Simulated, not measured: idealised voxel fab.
Presented below is a process module, voxel gate over fins.
Shown is cross-section cut, with a width of 140 nm and square cells of size 5 nm.
The cross-sections in this document take the form of a grid made of square cells. They are written out as bands, in order from top to bottom. Each band consists of one or more rows of cells.
Within each band entry, the heights of the top and of the bottom of the band appear first, in that order and in nm; the materials of the band then follow from left to right, each with its corresponding width in nm. The designation "everywhere" on a single material indicates that it fills the band from edge to edge; the designation "blank" indicates empty space.
Convention: height 0 is the level below which the wafer, as received, is all one material. The lowest band does not terminate at the bottom but continues downward, represented as "0..down".
Read "30->40" as a graded width: first number on top, second number at the bottom, same change between each pair of neighbouring rows.
Basically "left unchanged" means that step didn't change any cell in the cross-section.
The label "Listed closed voids" introduces a list of the empty spaces, 8 cells or larger, that have no open way up to the top; each entry in it reads width x height at distance, where the distance is taken from the left edge and all three are stated in nm.
Anything after a step's settings on that line? It's the simulator's own note about the step.
overlay nm: step with mask; distance mask lay right of planned place; negative value = left of planned place.
## The planned process steps are enumerated hereunder
step 1: RECEIVE,material Si
step 2: CONFORMAL_DEP,material SiN,thk nm 5
step 3: PATTERN,tone cover,mask id FINS,material resist,width nm 15,pitch nm 45,thk nm 15,overlay nm 0
step 4: DIRECTIONAL_ETCH,etch materials SiN,depth nm 5
step 5: DIRECTIONAL_ETCH,etch materials Si,depth nm 30
step 6: STRIP,etch materials resist
step 7: OXIDIZE,depth nm 5
step 8: FILL_DEP,material SiO2,thk nm 15
step 9: CMP,height nm 5
step 10: SELECTIVE_ETCH,etch materials SiO2,depth nm 20
step 11: STRIP,etch materials SiN
step 12: CONFORMAL_DEP,material HfO2,thk nm 5
step 13: CONFORMAL_DEP,material TiN,thk nm 5
step 14: CONFORMAL_DEP,material TiAl,thk nm 5
step 15: CONFORMAL_DEP,material TiN,thk nm 5
step 16: FILL_DEP,material W,thk nm 15
step 17: CMP,height nm 30
step 18: CONFORMAL_DEP,material SiN,thk nm 5
## The first of a set of two wafers, run to plan
## Incoming wafer, cross-sectional view, post step 1
  0..down = Si everywhere
  Listed closed voids: none
## Sectional view: wafer, after step 2
  5..0 = SiN everywhere
  Whatever lies below 0 is exactly as it was before.
## Sectional view: wafer, after step 3
  20..5 = blank 40 nm; resist 15 nm; blank 30 nm; resist 15 nm; blank 40 nm
  Whatever lies below 5 is exactly as it was before.
## Sectional view: wafer, after step 4
  20..5 = blank 40 nm; resist 15 nm; blank 30 nm; resist 15 nm; blank 40 nm
  5..0 = blank 40 nm; SiN 15 nm; blank 30 nm; SiN 15 nm; blank 40 nm
  Whatever lies below 0 is exactly as it was before.
## Sectional view: wafer, after step 5
  20..5 = blank 40 nm; resist 15 nm; blank 30 nm; resist 15 nm; blank 40 nm
  5..0 = blank 40 nm; SiN 15 nm; blank 30 nm; SiN 15 nm; blank 40 nm
  0..-30 = blank 40 nm; Si 15 nm; blank 30 nm; Si 15 nm; blank 40 nm
  Whatever lies below -30 is exactly as it was before.
## Sectional view: wafer, after step 6
  5..0 = blank 40 nm; SiN 15 nm; blank 30 nm; SiN 15 nm; blank 40 nm
  Whatever lies below 0 is exactly as it was before.
## Sectional view: wafer, after step 7
  5..0 = blank 40 nm; SiN 15 nm; blank 30 nm; SiN 15 nm; blank 40 nm
  0..-30 = blank 40 nm; SiO2 5 nm; Si 5 nm; SiO2 5 nm; blank 30 nm; SiO2 5 nm; Si 5 nm; SiO2 5 nm; blank 40 nm
  -30..-35 = SiO2 45 nm; Si 5 nm; SiO2 40 nm; Si 5 nm; SiO2 45 nm
  Whatever lies below -35 is exactly as it was before.
## Sectional view: wafer, after step 8
  20..5 = SiO2 everywhere
  5..0 = SiO2 40 nm; SiN 15 nm; SiO2 30 nm; SiN 15 nm; SiO2 40 nm
  0..-35 = SiO2 45 nm; Si 5 nm; SiO2 40 nm; Si 5 nm; SiO2 45 nm
  Whatever lies below -35 is exactly as it was before.
## Sectional view: wafer, after step 9
  5..0 = SiO2 40 nm; SiN 15 nm; SiO2 30 nm; SiN 15 nm; SiO2 40 nm
  Whatever lies below 0 is exactly as it was before.
## Sectional view: wafer, after step 10
  5..0 = blank 40 nm; SiN 15 nm; blank 30 nm; SiN 15 nm; blank 40 nm
  0..-15 = blank 45 nm; Si 5 nm; blank 40 nm; Si 5 nm; blank 45 nm
  Whatever lies below -15 is exactly as it was before.
## Sectional view: wafer, after step 11
  0..-15 = blank 45 nm; Si 5 nm; blank 40 nm; Si 5 nm; blank 45 nm
  Whatever lies below -15 is exactly as it was before.
## Sectional view: wafer, after step 12
  5..0 = blank 40 nm; HfO2 15 nm; blank 30 nm; HfO2 15 nm; blank 40 nm
  0..-10 = blank 40 nm; HfO2 5 nm; Si 5 nm; HfO2 5 nm; blank 30 nm; HfO2 5 nm; Si 5 nm; HfO2 5 nm; blank 40 nm
  -10..-15 = HfO2 45 nm; Si 5 nm; HfO2 40 nm; Si 5 nm; HfO2 45 nm
  Whatever lies below -15 is exactly as it was before.
## Sectional view: wafer, after step 13
  10..5 = blank 35 nm; TiN 25 nm; blank 20 nm; TiN 25 nm; blank 35 nm
  5..0 = blank 35 nm; TiN 5 nm; HfO2 15 nm; TiN 5 nm; blank 20 nm; TiN 5 nm; HfO2 15 nm; TiN 5 nm; blank 35 nm
  0..-5 = blank 35 nm; TiN 5 nm; HfO2 5 nm; Si 5 nm; HfO2 5 nm; TiN 5 nm; blank 20 nm; TiN 5 nm; HfO2 5 nm; Si 5 nm; HfO2 5 nm; TiN 5 nm; blank 35 nm
  -5..-10 = TiN 40 nm; HfO2 5 nm; Si 5 nm; HfO2 5 nm; TiN 30 nm; HfO2 5 nm; Si 5 nm; HfO2 5 nm; TiN 40 nm
  Whatever lies below -10 is exactly as it was before.
## Sectional view: wafer, after step 14
  15..10 = blank 30 nm; TiAl 35 nm; blank 10 nm; TiAl 35 nm; blank 30 nm
  10..5 = blank 30 nm; TiAl 5 nm; TiN 25 nm; TiAl 5 nm; blank 10 nm; TiAl 5 nm; TiN 25 nm; TiAl 5 nm; blank 30 nm
  5..0 = blank 30 nm; TiAl 5 nm; TiN 5 nm; HfO2 15 nm; TiN 5 nm; TiAl 5 nm; blank 10 nm; TiAl 5 nm; TiN 5 nm; HfO2 15 nm; TiN 5 nm; TiAl 5 nm; blank 30 nm
  0..-5 = TiAl 35 nm; TiN 5 nm; HfO2 5 nm; Si 5 nm; HfO2 5 nm; TiN 5 nm; TiAl 20 nm; TiN 5 nm; HfO2 5 nm; Si 5 nm; HfO2 5 nm; TiN 5 nm; TiAl 35 nm
  Whatever lies below -5 is exactly as it was before.
## Sectional view: wafer, after step 15
  20..15 = blank 25 nm; TiN 90 nm; blank 25 nm
  15..10 = blank 25 nm; TiN 5 nm; TiAl 35 nm; TiN 10 nm; TiAl 35 nm; TiN 5 nm; blank 25 nm
  10..5 = blank 25 nm; TiN 5 nm; TiAl 5 nm; TiN 25 nm; TiAl 5 nm; TiN 10 nm; TiAl 5 nm; TiN 25 nm; TiAl 5 nm; TiN 5 nm; blank 25 nm
  5..0 = TiN 30 nm; TiAl 5 nm; TiN 5 nm; HfO2 15 nm; TiN 5 nm; TiAl 5 nm; TiN 10 nm; TiAl 5 nm; TiN 5 nm; HfO2 15 nm; TiN 5 nm; TiAl 5 nm; TiN 30 nm
  Whatever lies below 0 is exactly as it was before.
## Sectional view: wafer, after step 16
  35..20 = W everywhere
  20..15 = W 25 nm; TiN 90 nm; W 25 nm
  15..10 = W 25 nm; TiN 5 nm; TiAl 35 nm; TiN 10 nm; TiAl 35 nm; TiN 5 nm; W 25 nm
  10..5 = W 25 nm; TiN 5 nm; TiAl 5 nm; TiN 25 nm; TiAl 5 nm; TiN 10 nm; TiAl 5 nm; TiN 25 nm; TiAl 5 nm; TiN 5 nm; W 25 nm
  Whatever lies below 5 is exactly as it was before.
## Sectional view: wafer, after step 17
  30..20 = W everywhere
  Whatever lies below 20 is exactly as it was before.
## Sectional view: wafer, after step 18
  35..30 = SiN everywhere
  Whatever lies below 30 is exactly as it was before.
## Wafer two: like wafer one in start and plan, but with one mistake in execution; identical up to and including step 16
## Cross-section of the second wafer corresponding to the planned conclusion of step 17
  20..15 = W 25 nm; TiN 90 nm; W 25 nm
  Whatever lies below 15 is exactly as it was before.
## Cross-section of the second wafer corresponding to the planned conclusion of step 18
  25..20 = SiN everywhere
  Whatever lies below 20 is exactly as it was before.
The plan and the run diverged here: step 17 ran differently from the plan; actual operation with settings: CMP,height nm 20
Final tally in cells, some materials are higher or lower on the second wafer than on the first: W: 56 fewer
